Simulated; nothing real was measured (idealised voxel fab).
process module | voxel ribs on slabs
cross-section cut | 230 nm wide | cells 5 nm
A cross-section is a grid of square cells, given in bands from the top down. A band is one or more rows of cells.
Each band's line starts with the height of the band's top and of its bottom, in nm. Then come its materials from left to right, each with its width in nm. One material with "throughout" fills the band from edge to edge. "air" is empty space.
Height 0 is the level under which the wafer as received is all one material. The lowest band goes on downwards, as in "0 down".
A width such as "30 to 40" changes by the same amount from each row of cells to the next, from the band's top row to its bottom row.
"no change" after a step means that no cell of the cross-section changed.
closed voids: empty space of 8 cells or more with no open way to the top, each as width x height at its distance from the left edge, in nm
after a step's settings: what the simulator itself notes on the step
overlay nm, on a step with a mask: how far to the right of its planned place the mask lay; to the left if negative
plan
1 op RECEIVE | material Si
2 op DIRECTIONAL_DEP | material SiO2 | thk nm 25
3 op DIRECTIONAL_DEP | material polySi | thk nm 20
4 op PATTERN | tone cover | mask id RIB | material resist | width nm 15 | thk nm 15 | overlay nm 0
5 op DIRECTIONAL_ETCH | etch materials polySi | depth nm 15
6 op STRIP | etch materials resist
7 op DIRECTIONAL_DEP | material aC | thk nm 15
8 op PATTERN | tone cover | mask id SLAB | material resist | width nm 65 | thk nm 35 | overlay nm 0
9 op DIRECTIONAL_ETCH | etch materials aC | depth nm 15
10 op STRIP | etch materials resist
11 op DIRECTIONAL_ETCH | etch materials polySi | depth nm 5
12 op STRIP | etch materials aC
13 op FILL_DEP | material SiO2 | thk nm 20
14 op CMP | height nm 60
15 op DIRECTIONAL_DEP | material TiN | thk nm 10
16 op DIRECTIONAL_DEP | material aC | thk nm 15
17 op PATTERN | tone cover | mask id HEATER | material resist | width nm 25 | thk nm 30 | overlay nm 0
18 op DIRECTIONAL_ETCH | etch materials aC | depth nm 15
19 op STRIP | etch materials resist
20 op DIRECTIONAL_ETCH | etch materials TiN | depth nm 10
21 op STRIP | etch materials aC
22 op CONFORMAL_DEP | material SiO2 | thk nm 10
first wafer, as planned
as received, after step 1
  0 down: Si throughout
  closed voids: none
after step 2
  25 to 0: SiO2 throughout
  below 0: unchanged
after step 3
  45 to 25: polySi throughout
  below 25: unchanged
after step 4
  60 to 45: air 105 | resist 15 | air 110
  below 45: unchanged
after step 5
  60 to 45: air 105 | resist 15 | air 110
  45 to 30: air 105 | polySi 15 | air 110
  below 30: unchanged
after step 6
  45 to 30: air 105 | polySi 15 | air 110
  below 30: unchanged
after step 7
  60 to 45: air 105 | aC 15 | air 110
  45 to 30: aC 105 | polySi 15 | aC 110
  below 30: unchanged
after step 8
  95 to 60: air 80 | resist 65 | air 85
  60 to 45: air 80 | resist 25 | aC 15 | resist 25 | air 85
  below 45: unchanged
after step 9
  80 to 60: air 80 | resist 65 | air 85
  60 to 45: air 80 | resist 25 | aC 15 | resist 25 | air 85
  45 to 30: air 80 | aC 25 | polySi 15 | aC 25 | air 85
  below 30: unchanged
after step 10
  60 to 45: air 105 | aC 15 | air 110
  below 45: unchanged
after step 11
  60 to 45: air 105 | aC 15 | air 110
  45 to 30: air 80 | aC 25 | polySi 15 | aC 25 | air 85
  30 to 25: air 80 | polySi 65 | air 85
  below 25: unchanged
after step 12
  45 to 30: air 105 | polySi 15 | air 110
  below 30: unchanged
after step 13
  65 to 45: SiO2 throughout
  45 to 30: SiO2 105 | polySi 15 | SiO2 110
  30 to 25: SiO2 80 | polySi 65 | SiO2 85
  below 25: unchanged
after step 14
  60 to 45: SiO2 throughout
  below 45: unchanged
after step 15
  70 to 60: TiN throughout
  below 60: unchanged
after step 16
  85 to 70: aC throughout
  below 70: unchanged
after step 17
  115 to 85: air 100 | resist 25 | air 105
  below 85: unchanged
after step 18
  100 to 85: air 100 | resist 25 | air 105
  85 to 70: air 100 | aC 25 | air 105
  below 70: unchanged
after step 19
  85 to 70: air 100 | aC 25 | air 105
  below 70: unchanged
after step 20
  85 to 70: air 100 | aC 25 | air 105
  70 to 60: air 100 | TiN 25 | air 105
  below 60: unchanged
after step 21
  70 to 60: air 100 | TiN 25 | air 105
  below 60: unchanged
after step 22
  80 to 70: air 90 | SiO2 45 | air 95
  70 to 60: SiO2 100 | TiN 25 | SiO2 105
  below 60: unchanged
second wafer: like start, like plan, one mistake. Through step 21 it matches the first wafer
when step 22 should have ended: no change
what went wrong: step 22 was left out
at the end the second wafer has, in cells: 100 fewer of SiO2
